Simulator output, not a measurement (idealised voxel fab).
The following process module bears the name voxel released beams.
The cross-section on display is named cut; it measures 260 nm wide, and its cells are 5 nm squares.
In what follows, cross-sections appear as grids of square cells, described through bands that run from the top down, where every band is one or more rows of cells.
First you get the band's top height and its bottom height, in nm, and then the materials it's made of, left to right, with each width in nm. If you see a single material with "edge to edge", that one covers the band edge to edge. "empty" is empty space.
Below 0: as-received wafer, all one material; heights counted from there. Lowest band: no bottom, goes on down, written "from 0 down".
The width entry "30..40" should be interpreted row by row: the top row of cells in the band takes the first number, the bottom row takes the second number, and the change between adjacent rows is uniform throughout.
"no modifications" means the step left every cell of the cross-section as it was.
If an empty space has no open way to the top and is at least 8 cells in size, "Catalogued sealed voids" lists it, written width x height at distance, where distance is measured from the left edge and every value is in nm.
Past the settings on a step's line: simulator remark, on that step.
The optional step-line setting "overlay nm" applies to steps with a mask and quantifies how far to the right of its planned location the mask lay, a negative value indicating leftward placement.
So the way this works: pairs, before and after one process step. The after picture only goes down to the lowest band that actually changed, nothing below. Step and its settings are under each pair. And watch out, pairs might come from different runs of this module, same starting wafer though, so a pair only follows on from the one above if its "Prior to processing" entry tells you so.
PRIOR TO PROCESSING
- from 0 down: Si edge to edge
- Catalogued sealed voids: none
RESULT OF STEP
- from 5 to 0: Al2O3 edge to edge
- Below a height of 0, the structure has not been altered.
- Catalogued sealed voids: none
Transition step, before and after shown above: op CONFORMAL_DEP | material Al2O3 | thk nm 5
Prior to processing: per the after cross-section of the pair just above.
RESULT OF STEP
- from 15 to 5: SiO2 edge to edge
- Below a height of 5, the structure has not been altered.
- Catalogued sealed voids: none
Transition step, before and after shown above: op DIRECTIONAL_DEP | material SiO2 | thk nm 10
Prior to processing: per the after cross-section of the pair just above.
RESULT OF STEP
- from 15 to 5: 65 SiO2, 45 empty, 150 SiO2
- Below a height of 5, the structure has not been altered.
- Catalogued sealed voids: none
Transition step, before and after shown above: op MASKED_ETCH | tone open | mask id ANCHOR | width nm 45 | etch materials SiO2 | depth nm 10 | overlay nm 0
Prior to processing: per the after cross-section of the pair just above.
RESULT OF STEP
- from 30 to 20: 80 polySi, 15 empty, 165 polySi
- from 20 to 15: polySi edge to edge
- from 15 to 5: 65 SiO2, 45 polySi, 150 SiO2
- Below a height of 5, the structure has not been altered.
- Catalogued sealed voids: none
Transition step, before and after shown above: op CONFORMAL_DEP | material polySi | thk nm 15
Prior to processing: per the after cross-section of the pair just above.
RESULT OF STEP
- from 50 to 30: 60 empty, 130 resist, 70 empty
- from 30 to 20: 80 polySi, 15 resist, 165 polySi
- Below a height of 20, the structure has not been altered.
- Catalogued sealed voids: none
Transition step, before and after shown above: op PATTERN | tone cover | mask id BEAM | material resist | width nm 130 | thk nm 20 | overlay nm 0
Prior to processing: per the after cross-section of the pair just above.
RESULT OF STEP
- from 50 to 30: 60 empty, 130 resist, 70 empty
- from 30 to 20: 60 empty, 20 polySi, 15 resist, 95 polySi, 70 empty
- from 20 to 15: 60 empty, 130 polySi, 70 empty
- Below a height of 15, the structure has not been altered.
- Catalogued sealed voids: none
Transition step, before and after shown above: op DIRECTIONAL_ETCH | etch materials polySi | depth nm 15
Prior to processing: per the after cross-section of the pair just above.
RESULT OF STEP
- from 30 to 20: 60 empty, 20 polySi, 15 empty, 95 polySi, 70 empty
- Below a height of 20, the structure has not been altered.
- Catalogued sealed voids: none
Transition step, before and after shown above: op STRIP | etch materials resist
Prior to processing: per the after cross-section of the pair just above.
RESULT OF STEP
- from 30 to 20: 60 empty, 20 polySi, 15 empty, 95 polySi, 70 empty
- from 20 to 15: 60 empty, 130 polySi, 70 empty
- from 15 to 5: 65 empty, 45 polySi, 150 empty
- Below a height of 5, the structure has not been altered.
- Catalogued sealed voids: none
Transition step, before and after shown above: op STRIP | etch materials SiO2
PRIOR TO PROCESSING
- from 5 to 0: Al2O3 edge to edge
- from 0 down: Si edge to edge
- Catalogued sealed voids: none
RESULT OF STEP
- from 20 to 5: polySi edge to edge
- Below a height of 5, the structure has not been altered.
- Catalogued sealed voids: none
Transition step, before and after shown above: op CONFORMAL_DEP | material polySi | thk nm 15
Prior to processing: per the after cross-section of the pair just above.
RESULT OF STEP
- from 40 to 20: 60 empty, 130 resist, 70 empty
- Below a height of 20, the structure has not been altered.
- Catalogued sealed voids: none
Transition step, before and after shown above: op PATTERN | tone cover | mask id BEAM | material resist | width nm 130 | thk nm 20 | overlay nm 0
Prior to processing: per the after cross-section of the pair just above.
RESULT OF STEP
- from 40 to 20: 60 empty, 130 resist, 70 empty
- from 20 to 5: 60 empty, 130 polySi, 70 empty
- Below a height of 5, the structure has not been altered.
- Catalogued sealed voids: none
Transition step, before and after shown above: op DIRECTIONAL_ETCH | etch materials polySi | depth nm 15
Prior to processing: per the after cross-section of the pair just above.
RESULT OF STEP
- from 20 to 5: 60 empty, 130 polySi, 70 empty
- Below a height of 5, the structure has not been altered.
- Catalogued sealed voids: none
Transition step, before and after shown above: op STRIP | etch materials resist
PRIOR TO PROCESSING
- from 30 to 20: 80 polySi, 15 empty, 165 polySi
- from 20 to 15: polySi edge to edge
- from 15 to 5: 65 SiO2, 45 polySi, 150 SiO2
- from 5 to 0: Al2O3 edge to edge
- from 0 down: Si edge to edge
- Catalogued sealed voids: none
RESULT OF STEP
- from 45 to 15: polySi edge to edge
- Below a height of 15, the structure has not been altered.
- Catalogued sealed voids: none
Transition step, before and after shown above: op CONFORMAL_DEP | material polySi | thk nm 15
Prior to processing: per the after cross-section of the pair just above.
RESULT OF STEP
- from 65 to 45: 60 empty, 130 resist, 70 empty
- Below a height of 45, the structure has not been altered.
- Catalogued sealed voids: none
Transition step, before and after shown above: op PATTERN | tone cover | mask id BEAM | material resist | width nm 130 | thk nm 20 | overlay nm 0
Prior to processing: per the after cross-section of the pair just above.
RESULT OF STEP
- from 65 to 45: 60 empty, 130 resist, 70 empty
- from 45 to 30: 60 empty, 130 polySi, 70 empty
- Below a height of 30, the structure has not been altered.
- Catalogued sealed voids: none
Transition step, before and after shown above: op DIRECTIONAL_ETCH | etch materials polySi | depth nm 15
Prior to processing: per the after cross-section of the pair just above.
RESULT OF STEP
- from 45 to 30: 60 empty, 130 polySi, 70 empty
- Below a height of 30, the structure has not been altered.
- Catalogued sealed voids: none
Transition step, before and after shown above: op STRIP | etch materials resist
PRIOR TO PROCESSING
- from 0 down: Si edge to edge
- Catalogued sealed voids: none
RESULT OF STEP
- from 10 to 0: SiO2 edge to edge
- Below a height of 0, the structure has not been altered.
- Catalogued sealed voids: none
Transition step, before and after shown above: op DIRECTIONAL_DEP | material SiO2 | thk nm 10
Prior to processing: per the after cross-section of the pair just above.
RESULT OF STEP
- from 15 to 10: Al2O3 edge to edge
- Below a height of 10, the structure has not been altered.
- Catalogued sealed voids: none
Transition step, before and after shown above: op CONFORMAL_DEP | material Al2O3 | thk nm 5
Prior to processing: per the after cross-section of the pair just above.
RESULT OF STEP
- from 30 to 15: polySi edge to edge
- Below a height of 15, the structure has not been altered.
- Catalogued sealed voids: none
Transition step, before and after shown above: op CONFORMAL_DEP | material polySi | thk nm 15
Prior to processing: per the after cross-section of the pair just above.
RESULT OF STEP
- from 50 to 30: 60 empty, 130 resist, 70 empty
- Below a height of 30, the structure has not been altered.
- Catalogued sealed voids: none
Transition step, before and after shown above: op PATTERN | tone cover | mask id BEAM | material resist | width nm 130 | thk nm 20 | overlay nm 0
Prior to processing: per the after cross-section of the pair just above.
RESULT OF STEP
- from 50 to 30: 60 empty, 130 resist, 70 empty
- from 30 to 15: 60 empty, 130 polySi, 70 empty
- Below a height of 15, the structure has not been altered.
- Catalogued sealed voids: none
Transition step, before and after shown above: op DIRECTIONAL_ETCH | etch materials polySi | depth nm 15
Prior to processing: per the after cross-section of the pair just above.
RESULT OF STEP
- from 30 to 15: 60 empty, 130 polySi, 70 empty
- Below a height of 15, the structure has not been altered.
- Catalogued sealed voids: none
Transition step, before and after shown above: op STRIP | etch materials resist
PRIOR TO PROCESSING
- from 15 to 5: 65 SiO2, 45 empty, 150 SiO2
- from 5 to 0: Al2O3 edge to edge
- from 0 down: Si edge to edge
- Catalogued sealed voids: none
RESULT OF STEP
- from 40 to 15: polySi edge to edge
- from 15 to 5: 65 SiO2, 45 polySi, 150 SiO2
- Below a height of 5, the structure has not been altered.
- Catalogued sealed voids: none
Transition step, before and after shown above: op CONFORMAL_DEP | material polySi | thk nm 25
Prior to processing: per the after cross-section of the pair just above.
RESULT OF STEP
- from 60 to 40: 60 empty, 130 resist, 70 empty
- Below a height of 40, the structure has not been altered.
- Catalogued sealed voids: none
Transition step, before and after shown above: op PATTERN | tone cover | mask id BEAM | material resist | width nm 130 | thk nm 20 | overlay nm 0
Prior to processing: per the after cross-section of the pair just above.
RESULT OF STEP
- from 60 to 40: 60 empty, 130 resist, 70 empty
- from 40 to 25: 60 empty, 130 polySi, 70 empty
- Below a height of 25, the structure has not been altered.
- Catalogued sealed voids: none
Transition step, before and after shown above: op DIRECTIONAL_ETCH | etch materials polySi | depth nm 15
Prior to processing: per the after cross-section of the pair just above.
RESULT OF STEP
- from 40 to 25: 60 empty, 130 polySi, 70 empty
- Below a height of 25, the structure has not been altered.
- Catalogued sealed voids: none
Transition step, before and after shown above: op STRIP | etch materials resist
PRIOR TO PROCESSING
- from 15 to 5: SiO2 edge to edge
- from 5 to 0: Al2O3 edge to edge
- from 0 down: Si edge to edge
- Catalogued sealed voids: none
RESULT OF STEP
- from 15 to 5: 70 SiO2, 35 empty, 155 SiO2
- Below a height of 5, the structure has not been altered.
- Catalogued sealed voids: none
Transition step, before and after shown above: op MASKED_ETCH | tone open | mask id ANCHOR | width nm 35 | etch materials SiO2 | depth nm 10 | overlay nm 0
Prior to processing: per the after cross-section of the pair just above.
RESULT OF STEP
- from 30 to 20: 85 polySi, 5 empty, 170 polySi
- from 20 to 15: polySi edge to edge
- from 15 to 5: 70 SiO2, 35 polySi, 155 SiO2
- Below a height of 5, the structure has not been altered.
- Catalogued sealed voids: none
Transition step, before and after shown above: op CONFORMAL_DEP | material polySi | thk nm 15
Prior to processing: per the after cross-section of the pair just above.
RESULT OF STEP
- from 50 to 30: 60 empty, 130 resist, 70 empty
- from 30 to 20: 85 polySi, 5 resist, 170 polySi
- Below a height of 20, the structure has not been altered.
- Catalogued sealed voids: none
Transition step, before and after shown above: op PATTERN | tone cover | mask id BEAM | material resist | width nm 130 | thk nm 20 | overlay nm 0
Prior to processing: per the after cross-section of the pair just above.
RESULT OF STEP
- from 50 to 30: 60 empty, 130 resist, 70 empty
- from 30 to 20: 60 empty, 25 polySi, 5 resist, 100 polySi, 70 empty
- from 20 to 15: 60 empty, 130 polySi, 70 empty
- Below a height of 15, the structure has not been altered.
- Catalogued sealed voids: none
Transition step, before and after shown above: op DIRECTIONAL_ETCH | etch materials polySi | depth nm 15
Prior to processing: per the after cross-section of the pair just above.
RESULT OF STEP
- from 30 to 20: 60 empty, 25 polySi, 5 empty, 100 polySi, 70 empty
- Below a height of 20, the structure has not been altered.
- Catalogued sealed voids: none
Transition step, before and after shown above: op STRIP | etch materials resist
Prior to processing: per the after cross-section of the pair just above.
RESULT OF STEP
- from 30 to 20: 60 empty, 25 polySi, 5 empty, 100 polySi, 70 empty
- from 20 to 15: 60 empty, 130 polySi, 70 empty
- from 15 to 5: 70 empty, 35 polySi, 155 empty
- Below a height of 5, the structure has not been altered.
- Catalogued sealed voids: none
Transition step, before and after shown above: op STRIP | etch materials SiO2
PRIOR TO PROCESSING
- from 15 to 5: SiO2 edge to edge
- from 5 to 0: Al2O3 edge to edge
- from 0 down: Si edge to edge
- Catalogued sealed voids: none
RESULT OF STEP
- from 15 to 5: 75 SiO2, 45 empty, 140 SiO2
- Below a height of 5, the structure has not been altered.
- Catalogued sealed voids: none
Transition step, before and after shown above: op MASKED_ETCH | tone open | mask id ANCHOR | width nm 45 | etch materials SiO2 | depth nm 10 | overlay nm 10
Prior to processing: per the after cross-section of the pair just above.
RESULT OF STEP
- from 30 to 20: 90 polySi, 15 empty, 155 polySi
- from 20 to 15: polySi edge to edge
- from 15 to 5: 75 SiO2, 45 polySi, 140 SiO2
- Below a height of 5, the structure has not been altered.
- Catalogued sealed voids: none
Transition step, before and after shown above: op CONFORMAL_DEP | material polySi | thk nm 15
Prior to processing: per the after cross-section of the pair just above.
RESULT OF STEP
- from 50 to 30: 60 empty, 130 resist, 70 empty
- from 30 to 20: 90 polySi, 15 resist, 155 polySi
- Below a height of 20, the structure has not been altered.
- Catalogued sealed voids: none
Transition step, before and after shown above: op PATTERN | tone cover | mask id BEAM | material resist | width nm 130 | thk nm 20 | overlay nm 0
Prior to processing: per the after cross-section of the pair just above.
RESULT OF STEP
- from 50 to 30: 60 empty, 130 resist, 70 empty
- from 30 to 20: 60 empty, 30 polySi, 15 resist, 85 polySi, 70 empty
- from 20 to 15: 60 empty, 130 polySi, 70 empty
- Below a height of 15, the structure has not been altered.
- Catalogued sealed voids: none
Transition step, before and after shown above: op DIRECTIONAL_ETCH | etch materials polySi | depth nm 15
Prior to processing: per the after cross-section of the pair just above.
RESULT OF STEP
- from 30 to 20: 60 empty, 30 polySi, 15 empty, 85 polySi, 70 empty
- Below a height of 20, the structure has not been altered.
- Catalogued sealed voids: none
Transition step, before and after shown above: op STRIP | etch materials resist
Prior to processing: per the after cross-section of the pair just above.
RESULT OF STEP
- from 30 to 20: 60 empty, 30 polySi, 15 empty, 85 polySi, 70 empty
- from 20 to 15: 60 empty, 130 polySi, 70 empty
- from 15 to 5: 75 empty, 45 polySi, 140 empty
- Below a height of 5, the structure has not been altered.
- Catalogued sealed voids: none
Transition step, before and after shown above: op STRIP | etch materials SiO2
PRIOR TO PROCESSING
- from 0 down: Si edge to edge
- Catalogued sealed voids: none
RESULT OF STEP
- from 5 to 0: SiO2 edge to edge
- Below a height of 0, the structure has not been altered.
- Catalogued sealed voids: none
Transition step, before and after shown above: op CONFORMAL_DEP | material SiO2 | thk nm 5
Prior to processing: per the after cross-section of the pair just above.
RESULT OF STEP
- from 15 to 0: SiO2 edge to edge
- Below a height of 0, the structure has not been altered.
- Catalogued sealed voids: none
Transition step, before and after shown above: op DIRECTIONAL_DEP | material SiO2 | thk nm 10
Prior to processing: per the after cross-section of the pair just above.
RESULT OF STEP
- from 15 to 5: 65 SiO2, 45 empty, 150 SiO2
- Below a height of 5, the structure has not been altered.
- Catalogued sealed voids: none
Transition step, before and after shown above: op MASKED_ETCH | tone open | mask id ANCHOR | width nm 45 | etch materials SiO2 | depth nm 10 | overlay nm 0
Prior to processing: per the after cross-section of the pair just above.
RESULT OF STEP
- from 30 to 20: 80 polySi, 15 empty, 165 polySi
- from 20 to 15: polySi edge to edge
- from 15 to 5: 65 SiO2, 45 polySi, 150 SiO2
- Below a height of 5, the structure has not been altered.
- Catalogued sealed voids: none
Transition step, before and after shown above: op CONFORMAL_DEP | material polySi | thk nm 15
Prior to processing: per the after cross-section of the pair just above.
RESULT OF STEP
- from 50 to 30: 60 empty, 130 resist, 70 empty
- from 30 to 20: 80 polySi, 15 resist, 165 polySi
- Below a height of 20, the structure has not been altered.
- Catalogued sealed voids: none
Transition step, before and after shown above: op PATTERN | tone cover | mask id BEAM | material resist | width nm 130 | thk nm 20 | overlay nm 0
Prior to processing: per the after cross-section of the pair just above.
RESULT OF STEP
- from 50 to 30: 60 empty, 130 resist, 70 empty
- from 30 to 20: 60 empty, 20 polySi, 15 resist, 95 polySi, 70 empty
- from 20 to 15: 60 empty, 130 polySi, 70 empty
- Below a height of 15, the structure has not been altered.
- Catalogued sealed voids: none
Transition step, before and after shown above: op DIRECTIONAL_ETCH | etch materials polySi | depth nm 15
Prior to processing: per the after cross-section of the pair just above.
RESULT OF STEP
- from 30 to 20: 60 empty, 20 polySi, 15 empty, 95 polySi, 70 empty
- Below a height of 20, the structure has not been altered.
- Catalogued sealed voids: none
Transition step, before and after shown above: op STRIP | etch materials resist
Prior to processing: per the after cross-section of the pair just above.
RESULT OF STEP
- from 0 down: Si edge to edge
- Catalogued sealed voids: none
Transition step, before and after shown above: op STRIP | etch materials SiO2
PRIOR TO PROCESSING
- from 15 to 5: SiO2 edge to edge
- from 5 to 0: Al2O3 edge to edge
- from 0 down: Si edge to edge
- Catalogued sealed voids: none
RESULT OF STEP
- from 15 to 5: 65 empty, 45 SiO2, 150 empty
- Below a height of 5, the structure has not been altered.
- Catalogued sealed voids: none
Transition step, before and after shown above: op MASKED_ETCH | tone cover | mask id ANCHOR | width nm 45 | etch materials SiO2 | depth nm 10 | overlay nm 0
Prior to processing: per the after cross-section of the pair just above.
RESULT OF STEP
- from 30 to 20: 50 empty, 75 polySi, 135 empty
- from 20 to 15: polySi edge to edge
- from 15 to 5: 65 polySi, 45 SiO2, 150 polySi
- Below a height of 5, the structure has not been altered.
- Catalogued sealed voids: none
Transition step, before and after shown above: op CONFORMAL_DEP | material polySi | thk nm 15
Prior to processing: per the after cross-section of the pair just above.
RESULT OF STEP
- from 50 to 30: 60 empty, 130 resist, 70 empty
- from 30 to 20: 50 empty, 75 polySi, 65 resist, 70 empty
- Below a height of 20, the structure has not been altered.
- Catalogued sealed voids: none
Transition step, before and after shown above: op PATTERN | tone cover | mask id BEAM | material resist | width nm 130 | thk nm 20 | overlay nm 0
Prior to processing: per the after cross-section of the pair just above.
RESULT OF STEP
- from 50 to 30: 60 empty, 130 resist, 70 empty
- from 30 to 20: 60 empty, 65 polySi, 65 resist, 70 empty
- from 20 to 15: 60 empty, 130 polySi, 70 empty
- from 15 to 5: 50 empty, 15 polySi, 45 SiO2, 80 polySi, 70 empty
- Below a height of 5, the structure has not been altered.
- Catalogued sealed voids: none
Transition step, before and after shown above: op DIRECTIONAL_ETCH | etch materials polySi | depth nm 15
Prior to processing: per the after cross-section of the pair just above.
RESULT OF STEP
- from 30 to 20: 60 empty, 65 polySi, 135 empty
- Below a height of 20, the structure has not been altered.
- Catalogued sealed voids: none
Transition step, before and after shown above: op STRIP | etch materials resist
